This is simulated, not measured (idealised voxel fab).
Presented below is a process module, voxel ribs on slabs.
Cross-sectional view cut (width: 140 nm; square cell size: 5 nm).
We lay out every cross-section as a grid of square cells and spell it out in bands from the top down, where one band means one or more rows of cells. Band: top height; bottom height; in nm. Then, left to right: material with width in nm, for each material. "everywhere": a single material spanning edge to edge. "empty": empty space. All heights in this document are referenced to 0, defined as the level beneath which the wafer, as received, consists entirely of one material. The lowest band is not bounded below; it extends indefinitely downward and is written in the form "0 nm and below". Width spec "30->40" -> top row of cells at first value, bottom row at second value, equal per-row change in between. Step note "nothing changed" = no cross-section cell changed. Entry "Closed void table". Content: empty spaces with no open connection to the top, size 8 cells or greater. Each: width x height at distance. Distance: from left edge. Unit: nm. Whatever follows a step's settings on its line is a remark the simulator itself makes about that step. On any step carrying a mask, the "overlay nm" setting, if present on the step's line, tells how far right of its planned place the mask lay; negative values point to the left.
-- Process steps (planned)
1 RECEIVE with material Si
2 DIRECTIONAL_DEP with material SiO2, thk nm 30
3 DIRECTIONAL_DEP with material SiN, thk nm 15
4 DIRECTIONAL_DEP with material aC, thk nm 10
5 PATTERN with tone cover, mask id RIB, material resist, width nm 30, thk nm 30, overlay nm 0
6 DIRECTIONAL_ETCH with etch materials aC, depth nm 10
7 STRIP with etch materials resist
8 DIRECTIONAL_ETCH with etch materials SiN, depth nm 5
9 STRIP with etch materials aC
10 MASKED_ETCH with tone cover, mask id SLAB, width nm 90, etch materials SiN, depth nm 10, overlay nm 0
11 FILL_DEP with material SiO2, thk nm 30
12 CMP with height nm 65
13 DIRECTIONAL_DEP with material W, thk nm 10
14 DIRECTIONAL_DEP with material aC, thk nm 10
15 PATTERN with tone cover, mask id HEATER, material resist, width nm 40, thk nm 30, overlay nm 0
16 DIRECTIONAL_ETCH with etch materials aC, depth nm 10
17 STRIP with etch materials resist
18 DIRECTIONAL_ETCH with etch materials W, depth nm 10
19 STRIP with etch materials aC
20 CONFORMAL_DEP with material SiN, thk nm 10
-- Run as planned: first of two wafers
-- Cross-sectional view of the wafer in its as-received condition, corresponding to the state after step 1
  0 nm and below  Si everywhere
  Closed void table: none
-- Cross-section of the wafer subsequent to step 2
  30 nm to 0 nm  SiO2 everywhere
  Anything lower than 0 is untouched.
-- Cross-section of the wafer subsequent to step 3
  45 nm to 30 nm  SiN everywhere
  Anything lower than 30 is untouched.
-- Cross-section of the wafer subsequent to step 4
  55 nm to 45 nm  aC everywhere
  Anything lower than 45 is untouched.
-- Cross-section of the wafer subsequent to step 5
  85 nm to 55 nm  empty=55  resist=30  empty=55
  Anything lower than 55 is untouched.
-- Cross-section of the wafer subsequent to step 6
  75 nm to 55 nm  empty=55  resist=30  empty=55
  55 nm to 45 nm  empty=55  aC=30  empty=55
  Anything lower than 45 is untouched.
-- Cross-section of the wafer subsequent to step 7
  55 nm to 45 nm  empty=55  aC=30  empty=55
  Anything lower than 45 is untouched.
-- Cross-section of the wafer subsequent to step 8
  55 nm to 45 nm  empty=55  aC=30  empty=55
  45 nm to 40 nm  empty=55  SiN=30  empty=55
  Anything lower than 40 is untouched.
-- Cross-section of the wafer subsequent to step 9
  45 nm to 40 nm  empty=55  SiN=30  empty=55
  Anything lower than 40 is untouched.
-- Cross-section of the wafer subsequent to step 10
  45 nm to 40 nm  empty=55  SiN=30  empty=55
  40 nm to 30 nm  empty=25  SiN=90  empty=25
  Anything lower than 30 is untouched.
-- Cross-section of the wafer subsequent to step 11
  75 nm to 45 nm  SiO2 everywhere
  45 nm to 40 nm  SiO2=55  SiN=30  SiO2=55
  40 nm to 30 nm  SiO2=25  SiN=90  SiO2=25
  Anything lower than 30 is untouched.
-- Cross-section of the wafer subsequent to step 12
  65 nm to 45 nm  SiO2 everywhere
  Anything lower than 45 is untouched.
-- Cross-section of the wafer subsequent to step 13
  75 nm to 65 nm  W everywhere
  Anything lower than 65 is untouched.
-- Cross-section of the wafer subsequent to step 14
  85 nm to 75 nm  aC everywhere
  Anything lower than 75 is untouched.
-- Cross-section of the wafer subsequent to step 15
  115 nm to 85 nm  empty=50  resist=40  empty=50
  Anything lower than 85 is untouched.
-- Cross-section of the wafer subsequent to step 16
  105 nm to 85 nm  empty=50  resist=40  empty=50
  85 nm to 75 nm  empty=50  aC=40  empty=50
  Anything lower than 75 is untouched.
-- Cross-section of the wafer subsequent to step 17
  85 nm to 75 nm  empty=50  aC=40  empty=50
  Anything lower than 75 is untouched.
-- Cross-section of the wafer subsequent to step 18
  85 nm to 75 nm  empty=50  aC=40  empty=50
  75 nm to 65 nm  empty=50  W=40  empty=50
  Anything lower than 65 is untouched.
-- Cross-section of the wafer subsequent to step 19
  75 nm to 65 nm  empty=50  W=40  empty=50
  Anything lower than 65 is untouched.
-- Cross-section of the wafer subsequent to step 20
  85 nm to 75 nm  empty=40  SiN=60  empty=40
  75 nm to 65 nm  SiN=50  W=40  SiN=50
  Anything lower than 65 is untouched.
-- Wafer two. Same start, same plan, one slip in execution. Same as wafer one through step 14, inclusive
-- The second wafer cut through, at the time step 15 was supposed to be finished
  115 nm to 85 nm  empty=55  resist=30  empty=55
  Anything lower than 85 is untouched.
-- The second wafer cut through, at the time step 16 was supposed to be finished
  105 nm to 85 nm  empty=55  resist=30  empty=55
  85 nm to 75 nm  empty=55  aC=30  empty=55
  Anything lower than 75 is untouched.
-- The second wafer cut through, at the time step 17 was supposed to be finished
  85 nm to 75 nm  empty=55  aC=30  empty=55
  Anything lower than 75 is untouched.
-- The second wafer cut through, at the time step 18 was supposed to be finished
  85 nm to 75 nm  empty=55  aC=30  empty=55
  75 nm to 65 nm  empty=55  W=30  empty=55
  Anything lower than 65 is untouched.
-- The second wafer cut through, at the time step 19 was supposed to be finished
  75 nm to 65 nm  empty=55  W=30  empty=55
  Anything lower than 65 is untouched.
-- The second wafer cut through, at the time step 20 was supposed to be finished
  85 nm to 75 nm  empty=45  SiN=50  empty=45
  75 nm to 65 nm  SiN=55  W=30  SiN=55
  Anything lower than 65 is untouched.
Which mistake was made when the wafer was run? in deviation from the planned setting, step 15 was conducted as PATTERN with tone cover, mask id HEATER, material resist, width nm 30, thk nm 30, overlay nm 0
The closing comparison, in cells, has the second wafer with more or fewer of some materials than the first: W -4
